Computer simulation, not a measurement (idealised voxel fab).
The following process module bears the name voxel released beams.
Each square cell in cross-section cut measures 5 nm, and the section as a whole is 245 nm wide.
Cross-sections here: square-cell grids, written as top-down lists of bands, a band being one or more rows of cells. Top height, bottom height, nm. Materials left to right, width each, nm. Single material + "everywhere" = fills band edge to edge. "air" = empty. Heads up on the height convention: 0 is the point under which the incoming wafer is all one material, and the lowest band has no bottom, it just keeps going down, like "top 0, no bottom". So if you see something like "30->40" for the width, read it as the top row of the band sitting at the first number and the bottom row at the second, with every row in between moving by the same amount as the last. A step reported as "remained unchanged" is a step in which no cell of the cross-section changed. If an empty space has no open way to the top and is at least 8 cells in size, "Completely enclosed voids" lists it, written width x height at distance, where distance is measured from the left edge and every value is in nm. Text after the settings on a step's line: the simulator's own remark on that step. overlay nm: where the mask lay relative to plan, measured to the right, on steps with a mask; negatives go left.
# Planned step list for the process
- 1: RECEIVE with material Si
- 2: CONFORMAL_DEP with material Al2O3, thk nm 5
- 3: DIRECTIONAL_DEP with material SiO2, thk nm 15
- 4: MASKED_ETCH with tone open, mask id ANCHOR, width nm 25, etch materials SiO2, depth nm 15, overlay nm 0
- 5: CONFORMAL_DEP with material polySi, thk nm 10
- 6: MASKED_ETCH with tone cover, mask id BEAM, width nm 70, etch materials polySi, depth nm 10, overlay nm 0
- 7: STRIP with etch materials SiO2
# First wafer out of two, processed as planned
# Cross-section of the wafer as it came to us, i.e., already through step 1
* top 0, no bottom  Si everywhere
* Completely enclosed voids: none
# Step 2 done - wafer cross-section
* top 5, bottom 0  Al2O3 everywhere
* Below 0, the layers are the same as they were.
# Step 3 done - wafer cross-section
* top 20, bottom 5  SiO2 everywhere
* Below 5, the layers are the same as they were.
# Step 4 done - wafer cross-section
* top 20, bottom 5  SiO2 (90) | air (25) | SiO2 (130)
* Below 5, the layers are the same as they were.
# Step 5 done - wafer cross-section
* top 30, bottom 20  polySi (100) | air (5) | polySi (140)
* top 20, bottom 15  SiO2 (90) | polySi (10) | air (5) | polySi (10) | SiO2 (130)
* top 15, bottom 5  SiO2 (90) | polySi (25) | SiO2 (130)
* Below 5, the layers are the same as they were.
# Step 6 done - wafer cross-section
* top 30, bottom 20  air (85) | polySi (15) | air (5) | polySi (50) | air (90)
* Below 20, the layers are the same as they were.
# Step 7 done - wafer cross-section
* top 30, bottom 20  air (85) | polySi (15) | air (5) | polySi (50) | air (90)
* top 20, bottom 15  air (90) | polySi (10) | air (5) | polySi (10) | air (130)
* top 15, bottom 5  air (90) | polySi (25) | air (130)
* Below 5, the layers are the same as they were.
# The second wafer began exactly as the first did and followed the same plan, but one mistake was made while running it; through step 3 inclusive, the two wafers are identical
# The second wafer cut through, at the time step 4 was supposed to be finished
* top 20, bottom 5  air (90) | SiO2 (25) | air (130)
* Below 5, the layers are the same as they were.
# The second wafer cut through, at the time step 5 was supposed to be finished
* top 30, bottom 20  air (80) | polySi (45) | air (120)
* top 20, bottom 15  air (80) | polySi (10) | SiO2 (25) | polySi (10) | air (120)
* top 15, bottom 5  polySi (90) | SiO2 (25) | polySi (130)
* Below 5, the layers are the same as they were.
# The second wafer cut through, at the time step 6 was supposed to be finished
* top 30, bottom 20  air (85) | polySi (40) | air (120)
* top 20, bottom 15  air (80) | polySi (10) | SiO2 (25) | polySi (10) | air (120)
* top 15, bottom 5  air (80) | polySi (10) | SiO2 (25) | polySi (40) | air (90)
* Below 5, the layers are the same as they were.
The second wafer cut through, at the time step 7 was supposed to be finished: remained unchanged
Where did the run depart from the plan? heads up, step 4 didn't go per plan, it actually ran as MASKED_ETCH with tone cover, mask id ANCHOR, width nm 25, etch materials SiO2, depth nm 15, overlay nm 0
Final comparison by cell count, materials where the second wafer has more or fewer than the first: SiO2: 15 more
